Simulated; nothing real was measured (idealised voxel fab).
Documented hereafter: the process module known as voxel plated lines.
Shown is cross-section cut, with a width of 155 nm and square cells of size 5 nm.
Cross-section format: a grid of square cells, given as bands from top to bottom; each band is one or more rows of cells. Read a band's entry like this: the first values are the height of its top and the height of its bottom in nm, and what follows is the sequence of materials from left to right, each with its width in nm. Note that "blank" is empty space, and that a single material marked "edge to edge" reaches across the band from edge to edge. Height is counted from the level 0, under which the received wafer is composed throughout of one material. The lowest of the bands is not closed at the bottom but continues downward, in the notation "top 0, no bottom". The width entry "30..40" should be interpreted row by row: the top row of cells in the band takes the first number, the bottom row takes the second number, and the change between adjacent rows is uniform throughout. "no alteration" (step): cross-section cells unchanged, all of them. The entry "Fully enclosed voids" lists the empty spaces that cover at least 8 cells and have no open path to the top. Each is written as width x height at distance, where the distance is measured from the left edge and all three values are in nm. The remark found on a step's line after its settings is issued by the simulator itself and pertains to that step. overlay nm: how far to the right of its planned place the mask lay on this masked step (negative: to the left).

The process steps that were planned are listed below
1) RECEIVE with material Si
2) CONFORMAL_DEP with material SiN, thk nm 15
3) DIRECTIONAL_DEP with material TiN, thk nm 5
4) PATTERN with tone open, mask id LINES, material resist, width nm 25, pitch nm 40, thk nm 25, overlay nm 0
5) EPI with material Ru, thk nm 10
6) EPI with material Ru, thk nm 5
7) STRIP with etch materials resist
8) DIRECTIONAL_ETCH with etch materials TiN, depth nm 5
9) CONFORMAL_DEP with material SiO2, thk nm 10

As received, after step 1
	top 0, no bottom = Si edge to edge
	Fully enclosed voids: none

Cross-section taken at module completion on the first of two wafers; processed per the plan
	top 45, bottom 35 = blank 35 nm, then SiO2 85 nm, then blank 35 nm
	top 35, bottom 25 = blank 35 nm, then SiO2 10 nm, then Ru 25 nm, then SiO2 15 nm, then Ru 25 nm, then SiO2 10 nm, then blank 35 nm
	top 25, bottom 20 = SiO2 45 nm, then Ru 25 nm, then SiO2 15 nm, then Ru 25 nm, then SiO2 45 nm
	top 20, bottom 15 = SiO2 45 nm, then TiN 25 nm, then SiO2 15 nm, then TiN 25 nm, then SiO2 45 nm
	top 15, bottom 0 = SiN edge to edge
	top 0, no bottom = Si edge to edge
	Fully enclosed voids: none

Wafer two cross-section, module end. Start and plan unchanged from wafer one; one mistake made during the run
	top 30, bottom 15 = SiO2 edge to edge
	top 15, bottom 0 = SiN edge to edge
	top 0, no bottom = Si edge to edge
	Fully enclosed voids: none
Processing error: not per plan at step 3, really ran DIRECTIONAL_DEP with material SiO2, thk nm 5
Once processing is complete, comparing cell counts shows that the second wafer has more or fewer of certain materials than the first: Ru -30; SiO2 +3; TiN -10
